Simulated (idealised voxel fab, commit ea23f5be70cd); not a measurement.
Process module under the name voxel lift off
Xsec cut, 295 nm wide, square cell size 5 nm.
In what follows, cross-sections appear as grids of square cells, described through bands that run from the top down, where every band is one or more rows of cells. First you get the band's top height and its bottom height, in nm, and then the materials it's made of, left to right, with each width in nm. If you see a single material with "everywhere", that one covers the band edge to edge. "air" is empty space. Convention: height 0 is the level below which the wafer, as received, is all one material. The lowest band does not terminate at the bottom but continues downward, represented as "top 0, no bottom". The expression "30..40" gives the width at the extremes of the band, the first number at its top row of cells and the second at its bottom row, with the width changing by equal amounts from each row to the next in between. You'll sometimes find "stayed the same" written for a step, and that's the way of saying that nowhere in the cross-section did a cell change during that step. Reported under the label "Unvented cavities" are the empty spaces having no open way to the top and comprising 8 cells or more; the notation for each is width x height at distance, in which the distance is measured from the left edge and all three values are in nm. What comes after the settings on a step's line is commentary from the simulator itself on that step. If you see "overlay nm" on a step's line and that step has a mask, it's telling you how far right of where it was planned the mask ended up; a negative number means it went left instead.

Listed below are the process steps as planned:
| 1 | op RECEIVE | material Si |
| 2 | op CONFORMAL_DEP | material SiO2 | thk nm 15 |
| 3 | op PATTERN | tone open | mask id LINES | material resist | width nm 20 | pitch nm 40 | thk nm 15 | overlay nm 0 |
| 4 | op DIRECTIONAL_DEP | material Ru | thk nm 5 |
| 5 | op STRIP | etch materials resist |
| 6 | op CONFORMAL_DEP | material SiCN | thk nm 5 |

First of the two wafers, run per plan:

Wafer cross-section on receipt, i.e. after step 1:
top 0, no bottom | Si everywhere
Unvented cavities: none

Once step 2 is through, the wafer looks like this in cross-section:
top 15, bottom 0 | SiO2 everywhere
For the remainder of the cross-section, below 0, there is no change.

Once step 3 is through, the wafer looks like this in cross-section:
top 30, bottom 15 | 115 of resist, 20 of air, 20 of resist, 20 of air, 120 of resist
For the remainder of the cross-section, below 15, there is no change.

Once step 4 is through, the wafer looks like this in cross-section:
top 35, bottom 30 | 115 of Ru, 20 of air, 20 of Ru, 20 of air, 120 of Ru
top 30, bottom 20 | 115 of resist, 20 of air, 20 of resist, 20 of air, 120 of resist
top 20, bottom 15 | 115 of resist, 20 of Ru, 20 of resist, 20 of Ru, 120 of resist
For the remainder of the cross-section, below 15, there is no change.

Once step 5 is through, the wafer looks like this in cross-section:
top 20, bottom 15 | 115 of air, 20 of Ru, 20 of air, 20 of Ru, 120 of air
For the remainder of the cross-section, below 15, there is no change.

Once step 6 is through, the wafer looks like this in cross-section:
top 25, bottom 20 | 110 of air, 30 of SiCN, 10 of air, 30 of SiCN, 115 of air
top 20, bottom 15 | 115 of SiCN, 20 of Ru, 20 of SiCN, 20 of Ru, 120 of SiCN
For the remainder of the cross-section, below 15, there is no change.

Wafer two of the pair: same origin, same plan, one error during the run; identical to wafer one up to and including step 2:

Cross-section: second wafer, time at which step 3 was scheduled to end:
top 30, bottom 15 | 115 of air, 20 of resist, 20 of air, 20 of resist, 120 of air
For the remainder of the cross-section, below 15, there is no change.

Cross-section: second wafer, time at which step 4 was scheduled to end:
top 35, bottom 30 | 115 of air, 20 of Ru, 20 of air, 20 of Ru, 120 of air
top 30, bottom 20 | 115 of air, 20 of resist, 20 of air, 20 of resist, 120 of air
top 20, bottom 15 | 115 of Ru, 20 of resist, 20 of Ru, 20 of resist, 120 of Ru
For the remainder of the cross-section, below 15, there is no change.

Cross-section: second wafer, time at which step 5 was scheduled to end:
top 20, bottom 15 | 115 of Ru, 20 of air, 20 of Ru, 20 of air, 120 of Ru
For the remainder of the cross-section, below 15, there is no change.

Cross-section: second wafer, time at which step 6 was scheduled to end:
top 25, bottom 20 | 120 of SiCN, 10 of air, 30 of SiCN, 10 of air, 125 of SiCN
top 20, bottom 15 | 115 of Ru, 20 of SiCN, 20 of Ru, 20 of SiCN, 120 of Ru
For the remainder of the cross-section, below 15, there is no change.
Plan not followed: step 3 did not happen as planned, as run it was op PATTERN | tone cover | mask id LINES | material resist | width nm 20 | pitch nm 40 | thk nm 15 | overlay nm 0
Heads up, by the end the second wafer has more or fewer cells of some materials compared to the first: 43 more of Ru
